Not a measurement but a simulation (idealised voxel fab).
Presented below is a process module, voxel tone inversion.
Shown is cross-section cut, with a width of 195 nm and square cells of size 5 nm.
A cross-section in this document is a grid of square cells, and it is written down as bands, the top band listed before the ones below it; a band is made up of one or more rows of cells.
Per band: top height and bottom height in nm, followed by the left-to-right materials and their widths in nm; "throughout" marks a single material spanning edge to edge, "empty" marks empty space.
Measure heights from 0. That's the level where, below it, the as-received wafer is all one material. The lowest band is bottomless and extends downward; write it as in "from 0 down".
Quick explanation for "30..40": the width changes in equal steps down the rows of cells, from the first number in the band's top row to the second number in its bottom row.
Take "nothing was modified" at face value: in the step it is given for, the cross-section changed in none of its cells.
"Unvented cavities": empty spaces of 8 cells or more with no open way to the top, each given as width x height at distance, distance from the left edge, all in nm.
Anything after a step's settings on that line? It's the simulator's own note about the step.
"overlay nm", when on a step's line for a step with a mask, measures how far to the right of its planned place the mask lay; a negative measure means to the left.

**Below is the list of planned process steps**
- 1: RECEIVE (material Si)
- 2: CONFORMAL_DEP (material SiN; thk nm 5)
- 3: DIRECTIONAL_DEP (material aC; thk nm 15)
- 4: PATTERN (tone cover; mask id POSTS; material resist; width nm 20; pitch nm 45; thk nm 25; overlay nm 0)
- 5: DIRECTIONAL_ETCH (etch materials aC; depth nm 15)
- 6: STRIP (etch materials resist)
- 7: FILL_DEP (material lowk; thk nm 5)
- 8: CMP (height nm 25)
- 9: STRIP (etch materials aC)
Wafers differ in thk nm at step 2; plan lists the first wafer's value; identical starting state.

**First of several wafers (as received, post step 1), cross-sectional view**
    from 0 down = Si throughout
    Unvented cavities: none

**Note: the following table is arranged by wafer, a row apiece. Each row reports the end-of-module state: per material, cells gained (+) or cells lost (-) compared with the wafer as received; closed voids follow**
thk nm 5, +39 SiN, +24 aC, +132 lowk, Unvented cavities: none
thk nm 10, +78 SiN, +93 lowk, Unvented cavities: none
thk nm 15, +117 SiN, +62 lowk, Unvented cavities: none
thk nm 20, +156 SiN, +31 lowk, Unvented cavities: none
thk nm 25, +195 SiN, Unvented cavities: none
